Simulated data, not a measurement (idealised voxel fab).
The process module that follows is named voxel ribs on slabs.
Xsec cut, 270 nm wide, square cell size 5 nm.
Format of a cross-section: grid, square cells. Given as bands. Order: top down. Band: one or more rows of cells. Top height, bottom height, nm. Materials left to right, width each, nm. Single material + "all across" = fills band edge to edge. "empty" = empty. Below 0: as-received wafer, all one material; heights counted from there. Lowest band: no bottom, goes on down, written "0 -> down". The two numbers in a width such as "30 to 40" mark its ends across the band: the first belongs to the top row of cells, the second to the bottom row, and from each row to the next the width moves by the same amount. "nothing altered" (step): cross-section cells unchanged, all of them. Look at "Unvented internal voids" for the closed voids: empty spaces with no open path to the top, sized 8 cells or up. Each is width x height at distance, distance from the left edge, all nm. Formally, on a step line, whatever follows the settings is a remark that the simulator itself makes on the step. overlay nm: right-of-plan distance of the mask on a masked step; negative values mean left-of-plan.

[These are the steps we planned for the process]
1: RECEIVE [material Si]
2: DIRECTIONAL_DEP [material SiO2] [thk nm 25]
3: DIRECTIONAL_DEP [material polySi] [thk nm 15]
4: MASKED_ETCH [tone cover] [mask id RIB] [width nm 20] [etch materials polySi] [depth nm 5] [overlay nm 0]
5: MASKED_ETCH [tone cover] [mask id SLAB] [width nm 80] [etch materials polySi] [depth nm 10] [overlay nm 0]
6: FILL_DEP [material SiO2] [thk nm 15]
7: CMP [height nm 50]
8: DIRECTIONAL_DEP [material TiN] [thk nm 10]
9: DIRECTIONAL_DEP [material aC] [thk nm 10]
10: PATTERN [tone cover] [mask id HEATER] [material resist] [width nm 30] [thk nm 25] [overlay nm 0]
11: DIRECTIONAL_ETCH [etch materials aC] [depth nm 10]
12: STRIP [etch materials resist]
13: DIRECTIONAL_ETCH [etch materials TiN] [depth nm 10]
14: STRIP [etch materials aC]
15: CONFORMAL_DEP [material SiN] [thk nm 5]

[The first wafer of two, processed as planned]

[Received-state cross-section, reflecting completion of step 1]
  0 -> down: Si all across
  Unvented internal voids: none

[Sectional view: wafer, after step 2]
  25 -> 0: SiO2 all across
  below 0: unchanged

[Sectional view: wafer, after step 3]
  40 -> 25: polySi all across
  below 25: unchanged

[Sectional view: wafer, after step 4]
  40 -> 35: 125 nm empty / 20 nm polySi / 125 nm empty
  below 35: unchanged

[Sectional view: wafer, after step 5]
  40 -> 35: 125 nm empty / 20 nm polySi / 125 nm empty
  35 -> 25: 95 nm empty / 80 nm polySi / 95 nm empty
  below 25: unchanged

[Sectional view: wafer, after step 6]
  55 -> 40: SiO2 all across
  40 -> 35: 125 nm SiO2 / 20 nm polySi / 125 nm SiO2
  35 -> 25: 95 nm SiO2 / 80 nm polySi / 95 nm SiO2
  below 25: unchanged

[Sectional view: wafer, after step 7]
  50 -> 40: SiO2 all across
  below 40: unchanged

[Sectional view: wafer, after step 8]
  60 -> 50: TiN all across
  below 50: unchanged

[Sectional view: wafer, after step 9]
  70 -> 60: aC all across
  below 60: unchanged

[Sectional view: wafer, after step 10]
  95 -> 70: 120 nm empty / 30 nm resist / 120 nm empty
  below 70: unchanged

[Sectional view: wafer, after step 11]
  85 -> 70: 120 nm empty / 30 nm resist / 120 nm empty
  70 -> 60: 120 nm empty / 30 nm aC / 120 nm empty
  below 60: unchanged

[Sectional view: wafer, after step 12]
  70 -> 60: 120 nm empty / 30 nm aC / 120 nm empty
  below 60: unchanged

[Sectional view: wafer, after step 13]
  70 -> 60: 120 nm empty / 30 nm aC / 120 nm empty
  60 -> 50: 120 nm empty / 30 nm TiN / 120 nm empty
  below 50: unchanged

[Sectional view: wafer, after step 14]
  60 -> 50: 120 nm empty / 30 nm TiN / 120 nm empty
  below 50: unchanged

[Sectional view: wafer, after step 15]
  65 -> 60: 115 nm empty / 40 nm SiN / 115 nm empty
  60 -> 55: 115 nm empty / 5 nm SiN / 30 nm TiN / 5 nm SiN / 115 nm empty
  55 -> 50: 120 nm SiN / 30 nm TiN / 120 nm SiN
  below 50: unchanged

[Companion wafer, the second of two: same beginning, same intended sequence, one mistake in carrying it out; through step 14 inclusive it tracks the first exactly]

[Planned end of step 15: second wafer, cross-section]
  65 -> 60: 115 nm empty / 40 nm aC / 115 nm empty
  60 -> 55: 115 nm empty / 5 nm aC / 30 nm TiN / 5 nm aC / 115 nm empty
  55 -> 50: 120 nm aC / 30 nm TiN / 120 nm aC
  below 50: unchanged
Deviation noted in wafer processing: step 15 ran differently from the plan; actual operation with settings: CONFORMAL_DEP [material aC] [thk nm 5]
In the final state, the cell counts of the second wafer exceed or fall short of those of the first for the following materials: 58 fewer of SiN, 58 more of aC
